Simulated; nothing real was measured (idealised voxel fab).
Module name: voxel released beams (process module)
In the cross-section labelled cut, the width is 210 nm and each square cell is 5 nm.
A cross-section in this document is a grid of square cells, and it is written down as bands, the top band listed before the ones below it; a band is made up of one or more rows of cells.
Band: top height; bottom height; in nm. Then, left to right: material with width in nm, for each material. "everywhere": a single material spanning edge to edge. "air": empty space.
Height is counted from the level 0, under which the received wafer is composed throughout of one material. The lowest of the bands is not closed at the bottom but continues downward, in the notation "0..down".
The expression "30->40" gives the width at the extremes of the band, the first number at its top row of cells and the second at its bottom row, with the width changing by equal amounts from each row to the next in between.
Step note "identical to before" = no cross-section cell changed.
"Voids, fully enclosed" contains a list of empty spaces, each no smaller than 8 cells and without an open way to the top, written in the form width x height at distance with the distance from the left edge and all three in nm.
On each step's line, the part that comes after the settings is the simulator's own comment on the step.
overlay nm: step with mask; distance mask lay right of planned place; negative value = left of planned place.

### This section lists the process steps that were planned
step 1: op RECEIVE | material Si
step 2: op CONFORMAL_DEP | material Al2O3 | thk nm 10
step 3: op DIRECTIONAL_DEP | material SiO2 | thk nm 10
step 4: op PATTERN | tone open | mask id ANCHOR | material resist | width nm 35 | thk nm 15 | overlay nm 0
step 5: op DIRECTIONAL_ETCH | etch materials SiO2 | depth nm 10
step 6: op STRIP | etch materials resist
step 7: op CONFORMAL_DEP | material SiN | thk nm 15
step 8: op PATTERN | tone cover | mask id BEAM | material resist | width nm 105 | thk nm 15 | overlay nm 0
step 9: op DIRECTIONAL_ETCH | etch materials SiN | depth nm 15
step 10: op STRIP | etch materials resist
step 11: op STRIP | etch materials SiO2

### Account of the first of two wafers, which was processed as intended

### Cross-section of the wafer as it came to us, i.e., already through step 1
- 0..down = Si everywhere
- Voids, fully enclosed: none

### Once step 2 is through, the wafer looks like this in cross-section
- 10..0 = Al2O3 everywhere
- All layers under 0 are left as they were.

### Once step 3 is through, the wafer looks like this in cross-section
- 20..10 = SiO2 everywhere
- All layers under 10 are left as they were.

### Once step 4 is through, the wafer looks like this in cross-section
- 35..20 = 55 nm resist, then 35 nm air, then 120 nm resist
- All layers under 20 are left as they were.

### Once step 5 is through, the wafer looks like this in cross-section
- 35..20 = 55 nm resist, then 35 nm air, then 120 nm resist
- 20..10 = 55 nm SiO2, then 35 nm air, then 120 nm SiO2
- All layers under 10 are left as they were.

### Once step 6 is through, the wafer looks like this in cross-section
- 20..10 = 55 nm SiO2, then 35 nm air, then 120 nm SiO2
- All layers under 10 are left as they were.

### Once step 7 is through, the wafer looks like this in cross-section
- 35..25 = 70 nm SiN, then 5 nm air, then 135 nm SiN
- 25..20 = SiN everywhere
- 20..10 = 55 nm SiO2, then 35 nm SiN, then 120 nm SiO2
- All layers under 10 are left as they were.

### Once step 8 is through, the wafer looks like this in cross-section
- 50..35 = 50 nm air, then 105 nm resist, then 55 nm air
- 35..25 = 70 nm SiN, then 5 nm resist, then 135 nm SiN
- All layers under 25 are left as they were.

### Once step 9 is through, the wafer looks like this in cross-section
- 50..35 = 50 nm air, then 105 nm resist, then 55 nm air
- 35..25 = 50 nm air, then 20 nm SiN, then 5 nm resist, then 80 nm SiN, then 55 nm air
- 25..20 = 50 nm air, then 105 nm SiN, then 55 nm air
- All layers under 20 are left as they were.

### Once step 10 is through, the wafer looks like this in cross-section
- 35..25 = 50 nm air, then 20 nm SiN, then 5 nm air, then 80 nm SiN, then 55 nm air
- All layers under 25 are left as they were.

### Once step 11 is through, the wafer looks like this in cross-section
- 35..25 = 50 nm air, then 20 nm SiN, then 5 nm air, then 80 nm SiN, then 55 nm air
- 25..20 = 50 nm air, then 105 nm SiN, then 55 nm air
- 20..10 = 55 nm air, then 35 nm SiN, then 120 nm air
- All layers under 10 are left as they were.

### Wafer two. Same start, same plan, one slip in execution. Same as wafer one through step 1, inclusive

Second wafer, cut view, end of step 2 per plan: identical to before

### Second wafer, cut view, end of step 3 per plan
- 10..0 = SiO2 everywhere
- All layers under 0 are left as they were.

### Second wafer, cut view, end of step 4 per plan
- 25..10 = 55 nm resist, then 35 nm air, then 120 nm resist
- All layers under 10 are left as they were.

### Second wafer, cut view, end of step 5 per plan
- 25..10 = 55 nm resist, then 35 nm air, then 120 nm resist
- 10..0 = 55 nm SiO2, then 35 nm air, then 120 nm SiO2
- All layers under 0 are left as they were.

### Second wafer, cut view, end of step 6 per plan
- 10..0 = 55 nm SiO2, then 35 nm air, then 120 nm SiO2
- All layers under 0 are left as they were.

### Second wafer, cut view, end of step 7 per plan
- 25..15 = 70 nm SiN, then 5 nm air, then 135 nm SiN
- 15..10 = SiN everywhere
- 10..0 = 55 nm SiO2, then 35 nm SiN, then 120 nm SiO2
- All layers under 0 are left as they were.

### Second wafer, cut view, end of step 8 per plan
- 40..25 = 50 nm air, then 105 nm resist, then 55 nm air
- 25..15 = 70 nm SiN, then 5 nm resist, then 135 nm SiN
- All layers under 15 are left as they were.

### Second wafer, cut view, end of step 9 per plan
- 40..25 = 50 nm air, then 105 nm resist, then 55 nm air
- 25..15 = 50 nm air, then 20 nm SiN, then 5 nm resist, then 80 nm SiN, then 55 nm air
- 15..10 = 50 nm air, then 105 nm SiN, then 55 nm air
- All layers under 10 are left as they were.

### Second wafer, cut view, end of step 10 per plan
- 25..15 = 50 nm air, then 20 nm SiN, then 5 nm air, then 80 nm SiN, then 55 nm air
- All layers under 15 are left as they were.

### Second wafer, cut view, end of step 11 per plan
- 25..15 = 50 nm air, then 20 nm SiN, then 5 nm air, then 80 nm SiN, then 55 nm air
- 15..10 = 50 nm air, then 105 nm SiN, then 55 nm air
- 10..0 = 55 nm air, then 35 nm SiN, then 120 nm air
- All layers under 0 are left as they were.
The plan and the run diverged here: step 2 of the plan was excluded from execution and never run
Final tally in cells, some materials are higher or lower on the second wafer than on the first: Al2O3 -84
